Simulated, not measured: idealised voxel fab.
Process module, titled voxel capacitor over wiring
Section cut is 235 nm wide and gridded with 5 nm square cells.
Reading order for cross-sections: top band down to bottom band. Underlying form: a grid of square cells. Band size: one or more rows of cells.
In this notation a band is specified by the heights of its top and bottom, in that order and in nm, after which its materials appear from left to right, each paired with its width in nm. The word "everywhere" attached to a single material means that material fills the band from edge to edge; the word "empty" stands for empty space.
Heights are measured from 0, the level below which the as-received wafer is all one material; the lowest band has no bottom and continues downward, written as in "top 0, no bottom".
The two numbers in a width such as "30 to 40" mark its ends across the band: the first belongs to the top row of cells, the second to the bottom row, and from each row to the next the width moves by the same amount.
Given "everything unchanged" for a step, no cell of the cross-section differs between before and after that step.
Entry "Enclosed void entries" = empty spaces >= 8 cells with no open way to the top; each as width x height at distance, distance from left edge, all nm.
after a step's settings: what the simulator itself notes on the step
overlay nm: mask right of planned place by this much (step with mask). Neg. = left.

Process steps (planned)
1. RECEIVE | material Si
2. CONFORMAL_DEP | material SiO2 | thk nm 15
3. CONFORMAL_DEP | material SiCN | thk nm 5
4. DIRECTIONAL_DEP | material SiO2 | thk nm 15
5. DIRECTIONAL_DEP | material aC | thk nm 10
6. PATTERN | tone open | mask id METAL_1 | material resist | width nm 30 | pitch nm 95 | thk nm 25 | overlay nm 0
7. DIRECTIONAL_ETCH | etch materials aC | depth nm 10
8. STRIP | etch materials resist
9. DIRECTIONAL_ETCH | etch materials SiO2 | depth nm 15
10. DIRECTIONAL_ETCH | etch materials SiCN | depth nm 5
11. STRIP | etch materials aC
12. CONFORMAL_DEP | material TiN | thk nm 5
13. FILL_DEP | material Cu | thk nm 5
14. CMP | height nm 35
15. CONFORMAL_DEP | material SiCN | thk nm 5
16. DIRECTIONAL_DEP | material SiO2 | thk nm 15
17. MASKED_ETCH | tone open | mask id PLUG_1 | width nm 15 | etch materials SiO2 | depth nm 15 | overlay nm 0
18. MASKED_ETCH | tone open | mask id PLUG_1 | width nm 15 | etch materials SiCN | depth nm 5 | overlay nm 0
19. CONFORMAL_DEP | material TiN | thk nm 5
20. FILL_DEP | material Cu | thk nm 10
21. CMP | height nm 55
22. DIRECTIONAL_DEP | material TiN | thk nm 10
23. DIRECTIONAL_DEP | material SiN | thk nm 5
24. DIRECTIONAL_DEP | material TiN | thk nm 5
25. PATTERN | tone cover | mask id UPPER_PLATE | material resist | width nm 70 | thk nm 20 | overlay nm 0
26. DIRECTIONAL_ETCH | etch materials TiN | depth nm 5
27. DIRECTIONAL_ETCH | etch materials SiN | depth nm 5
28. STRIP | etch materials resist
29. PATTERN | tone cover | mask id LOWER_PLATE | material resist | width nm 80 | thk nm 20 | overlay nm 0
30. DIRECTIONAL_ETCH | etch materials TiN | depth nm 10
31. STRIP | etch materials resist
32. FILL_DEP | material SiO2 | thk nm 20
33. CMP | height nm 90
34. DIRECTIONAL_DEP | material aC | thk nm 10
35. PATTERN | tone open | mask id PLUG_2 | material resist | width nm 15 | thk nm 30 | overlay nm 0
36. DIRECTIONAL_ETCH | etch materials aC | depth nm 10
37. STRIP | etch materials resist
38. DIRECTIONAL_ETCH | etch materials SiO2 | depth nm 15
39. STRIP | etch materials aC
40. CONFORMAL_DEP | material TiN | thk nm 5
41. FILL_DEP | material Ru | thk nm 10
42. CMP | height nm 90
43. CONFORMAL_DEP | material SiCN | thk nm 5

This is the cross-section of the wafer as we received it, i.e. after step 1
> top 0, no bottom | Si everywhere
> Enclosed void entries: none

End-of-module cross-section of the first of two wafers, processed as planned
> top 95, bottom 90 | SiCN everywhere
> top 90, bottom 80 | SiO2: 80, TiN: 5, Ru: 5, TiN: 5, SiO2: 140
> top 80, bottom 70 | SiO2: 80 to 70, TiN: 15 to 70, SiO2: 140 to 95
> top 70, bottom 65 | SiO2: 70, SiN: 70, SiO2: 95
> top 65, bottom 55 | SiO2: 65, TiN: 80, SiO2: 90
> top 55, bottom 40 | SiO2: 70, TiN: 5, Cu: 5, TiN: 5, SiO2: 150
> top 40, bottom 35 | SiCN: 70, TiN: 15, SiCN: 150
> top 35, bottom 20 | SiO2: 55, TiN: 5, Cu: 20, TiN: 5, SiO2: 65, TiN: 5, Cu: 20, TiN: 5, SiO2: 55
> top 20, bottom 15 | SiCN: 55, TiN: 30, SiCN: 65, TiN: 30, SiCN: 55
> top 15, bottom 0 | SiO2 everywhere
> top 0, no bottom | Si everywhere
> Enclosed void entries: none

Second wafer through the module, sectioned at the end: same beginning and same plan as the first wafer, with one mistake in carrying it out
> top 95, bottom 90 | SiCN everywhere
> top 90, bottom 80 | SiO2: 80, TiN: 5, Ru: 5, TiN: 5, SiO2: 140
> top 80, bottom 70 | SiO2: 80 to 70, TiN: 15 to 70, SiO2: 140 to 95
> top 70, bottom 65 | SiO2: 70, SiN: 70, SiO2: 95
> top 65, bottom 55 | SiO2: 65, TiN: 80, SiO2: 90
> top 55, bottom 45 | SiO2: 70, TiN: 5, Cu: 5, TiN: 5, SiO2: 150
> top 45, bottom 40 | SiCN: 70, TiN: 15, SiCN: 150
> top 40, bottom 35 | TiN: 60, Cu: 20, TiN: 75, Cu: 20, TiN: 60
> top 35, bottom 20 | SiO2: 55, TiN: 5, Cu: 20, TiN: 5, SiO2: 65, TiN: 5, Cu: 20, TiN: 5, SiO2: 55
> top 20, bottom 15 | SiCN: 55, TiN: 30, SiCN: 65, TiN: 30, SiCN: 55
> top 15, bottom 0 | SiO2 everywhere
> top 0, no bottom | Si everywhere
> Enclosed void entries: none
Deviation noted in wafer processing: in deviation from the planned setting, step 14 was conducted as CMP | height nm 40
The final cell counts differ between the wafers, with the second having more or fewer of some materials than the first: Cu: 7 more, SiO2: 44 fewer, TiN: 37 more
